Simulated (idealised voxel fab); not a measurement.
This section sets out a process module, namely voxel transistor to metal.
Section shown: cut. Width: 145 nm. Cell size: 5 nm, square.
Cross-section, as written here: a square-cell grid given band by band from the top down, where a band holds one or more rows of cells.
Band: top height; bottom height; in nm. Then, left to right: material with width in nm, for each material. "everywhere": a single material spanning edge to edge. "air": empty space.
It should be noted that heights are counted from 0, beneath which the wafer as supplied is of one material throughout, and that the lowest band possesses no lower boundary but continues downward, as written in "0 -> down".
You'd read "30->40" like this: the band's top row of cells is as wide as the first number, its bottom row is as wide as the second, and going down, every row changes width by the same amount as the row before did.
Basically "stayed the same" means that step didn't change any cell in the cross-section.
Closed-off voids of 8+ cells (no open route to the top) go in "Cavities, sealed", written width x height at distance from the left edge, in nm.
Past the settings on a step's line: simulator remark, on that step.
overlay nm: mask right of planned place by this much (step with mask). Neg. = left.
# Set out below are the planned steps of the process
| 1 | RECEIVE, material Si |
| 2 | CONFORMAL_DEP, material SiO2, thk nm 5 |
| 3 | CONFORMAL_DEP, material SiN, thk nm 10 |
| 4 | DIRECTIONAL_DEP, material aC, thk nm 10 |
| 5 | PATTERN, tone cover, mask id ACTIVE, material resist, width nm 105, thk nm 25, overlay nm 0 |
| 6 | DIRECTIONAL_ETCH, etch materials aC, depth nm 10 |
| 7 | STRIP, etch materials resist |
| 8 | DIRECTIONAL_ETCH, etch materials SiN, depth nm 10 |
| 9 | DIRECTIONAL_ETCH, etch materials SiO2, depth nm 5 |
| 10 | DIRECTIONAL_ETCH, etch materials Si, depth nm 25 |
| 11 | STRIP, etch materials aC |
| 12 | FILL_DEP, material SiO2, thk nm 15 |
| 13 | CMP, height nm 15 |
| 14 | SELECTIVE_ETCH, etch materials SiO2, depth nm 5 |
| 15 | STRIP, etch materials SiN |
| 16 | SELECTIVE_ETCH, etch materials SiO2, depth nm 5 |
| 17 | OXIDIZE, depth nm 5 |
| 18 | DIRECTIONAL_DEP, material polySi, thk nm 30 |
| 19 | DIRECTIONAL_DEP, material SiCN, thk nm 10 |
| 20 | MASKED_ETCH, tone cover, mask id GATE, width nm 25, etch materials SiCN, depth nm 20, overlay nm 0 |
| 21 | MASKED_ETCH, tone cover, mask id GATE, width nm 25, etch materials polySi, depth nm 40, overlay nm 0 |
| 22 | CONFORMAL_DEP, material SiO2, thk nm 5 |
| 23 | DIRECTIONAL_ETCH, etch materials SiO2, depth nm 5 |
| 24 | CONFORMAL_DEP, material SiN, thk nm 10 |
| 25 | DIRECTIONAL_ETCH, etch materials SiN, depth nm 10 |
| 26 | DIRECTIONAL_ETCH, etch materials SiO2, depth nm 5 |
| 27 | DIRECTIONAL_ETCH, etch materials Si, depth nm 5 |
| 28 | EPI, material nSi, thk nm 10 |
| 29 | FILL_DEP, material SiO2, thk nm 10 |
| 30 | CMP, height nm 40 |
| 31 | DIRECTIONAL_DEP, material SiO2, thk nm 15 |
| 32 | MASKED_ETCH, tone open, mask id CONTACT, width nm 15, pitch nm 80, etch materials SiO2, depth nm 50, overlay nm 0 |
| 33 | CONFORMAL_DEP, material TiN, thk nm 5 |
| 34 | FILL_DEP, material Ru, thk nm 10 |
| 35 | CMP, height nm 55 |
| 36 | CONFORMAL_DEP, material SiCN, thk nm 5 |
| 37 | DIRECTIONAL_DEP, material lowk, thk nm 25 |
| 38 | DIRECTIONAL_DEP, material aC, thk nm 15 |
| 39 | PATTERN, tone open, mask id METAL_1, material resist, width nm 15, pitch nm 80, thk nm 30, overlay nm 0 |
| 40 | DIRECTIONAL_ETCH, etch materials aC, depth nm 15 |
| 41 | STRIP, etch materials resist |
| 42 | DIRECTIONAL_ETCH, etch materials lowk, depth nm 25 |
| 43 | DIRECTIONAL_ETCH, etch materials SiCN, depth nm 5 |
| 44 | STRIP, etch materials aC |
| 45 | CONFORMAL_DEP, material TiN, thk nm 5 |
| 46 | FILL_DEP, material Cu, thk nm 10 |
| 47 | CMP, height nm 85 |
| 48 | CONFORMAL_DEP, material SiCN, thk nm 5 |
| 49 | DIRECTIONAL_DEP, material SiO2, thk nm 25 |
| 50 | DIRECTIONAL_DEP, material aC, thk nm 10 |
| 51 | PATTERN, tone open, mask id METAL_2, material resist, width nm 15, pitch nm 80, thk nm 30, overlay nm 0 |
| 52 | DIRECTIONAL_ETCH, etch materials aC, depth nm 10 |
| 53 | STRIP, etch materials resist |
| 54 | DIRECTIONAL_ETCH, etch materials SiO2, depth nm 15 |
| 55 | STRIP, etch materials aC |
| 56 | DIRECTIONAL_DEP, material aC, thk nm 15 |
| 57 | PATTERN, tone open, mask id METAL_2_HOLES, material resist, width nm 15, pitch nm 80, thk nm 30, overlay nm 0 |
| 58 | DIRECTIONAL_ETCH, etch materials aC, depth nm 15 |
| 59 | STRIP, etch materials resist |
| 60 | DIRECTIONAL_ETCH, etch materials SiO2, depth nm 10 |
| 61 | DIRECTIONAL_ETCH, etch materials SiCN, depth nm 5 |
| 62 | STRIP, etch materials aC |
| 63 | CONFORMAL_DEP, material TiN, thk nm 5 |
| 64 | FILL_DEP, material Cu, thk nm 10 |
| 65 | CMP, height nm 115 |
| 66 | CONFORMAL_DEP, material SiCN, thk nm 5 |
# So this is the incoming wafer in cross-section - it's already been through step 1
    0 -> down | Si everywhere
    Cavities, sealed: none
# Final cross-section, module run with one mistake (start and plan as above)
    120 -> 115 | SiCN everywhere
    115 -> 90 | 25 of SiO2 / 5 of TiN / 5 of Cu / 5 of TiN / 65 of SiO2 / 5 of TiN / 5 of Cu / 5 of TiN / 25 of SiO2
    90 -> 85 | 25 of SiCN / 15 of TiN / 65 of SiCN / 15 of TiN / 25 of SiCN
    85 -> 60 | 25 of lowk / 5 of TiN / 5 of Cu / 5 of TiN / 65 of lowk / 5 of TiN / 5 of Cu / 5 of TiN / 25 of lowk
    60 -> 55 | 25 of SiCN / 15 of TiN / 65 of SiCN / 15 of TiN / 25 of SiCN
    55 -> 40 | 25 of SiO2 / 5 of TiN / 5 of Ru / 5 of TiN / 65 of SiO2 / 5 of TiN / 5 of Ru / 5 of TiN / 25 of SiO2
    40 -> 20 | 25 of SiO2 / 5 of TiN / 5 of Ru / 5 of TiN / 5 of SiO2 / 10 of SiN / 5 of SiO2 / 25 of polySi / 5 of SiO2 / 10 of SiN / 5 of SiO2 / 5 of TiN / 5 of Ru / 5 of TiN / 25 of SiO2
    20 -> 15 | 25 of SiO2 / 15 of TiN / 65 of SiO2 / 15 of TiN / 25 of SiO2
    15 -> 5 | 20 of SiO2 / 105 of SiN / 20 of SiO2
    5 -> 0 | SiO2 everywhere
    0 -> -25 | 20 of SiO2 / 105 of Si / 20 of SiO2
    -25 -> down | Si everywhere
    Cavities, sealed: none
Processing error: step 13 of the plan was omitted and not executed
